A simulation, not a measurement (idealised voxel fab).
process module | voxel spacer lines
cross-section cut | 225 nm wide | cells 5 nm
A cross-section is a grid of square cells, given in bands from the top down. A band is one or more rows of cells.
Each band's line starts with the height of the band's top and of its bottom, in nm. Then come its materials from left to right, each with its width in nm. One material with "throughout" fills the band from edge to edge. "air" is empty space.
Height 0 is the level under which the wafer as received is all one material. The lowest band goes on downwards, as in "0 down".
A width such as "30 to 40" changes by the same amount from each row of cells to the next, from the band's top row to its bottom row.
"no change" after a step means that no cell of the cross-section changed.
closed voids: empty space of 8 cells or more with no open way to the top, each as width x height at its distance from the left edge, in nm
after a step's settings: what the simulator itself notes on the step
overlay nm, on a step with a mask: how far to the right of its planned place the mask lay; to the left if negative
plan
1 op RECEIVE | material Si
2 op CONFORMAL_DEP | material SiO2 | thk nm 10
3 op DIRECTIONAL_DEP | material TiN | thk nm 10
4 op DIRECTIONAL_DEP | material polySi | thk nm 20
5 op PATTERN | tone cover | mask id MANDREL | material resist | width nm 20 | pitch nm 70 | thk nm 30 | overlay nm 0
6 op DIRECTIONAL_ETCH | etch materials polySi | depth nm 20
7 op STRIP | etch materials resist
8 op CONFORMAL_DEP | material SiN | thk nm 15
9 op DIRECTIONAL_ETCH | etch materials SiN | depth nm 15
10 op STRIP | etch materials polySi
11 op DIRECTIONAL_ETCH | etch materials TiN | depth nm 10
12 op STRIP | etch materials SiN
as received, after step 1
  0 down: Si throughout
  closed voids: none
a wafer at the end: this start, this plan, one mistake
  20 to 10: SiO2 throughout
  10 to 0: TiN throughout
  0 down: Si throughout
  closed voids: none
what went wrong: steps 2 and 3 were swapped
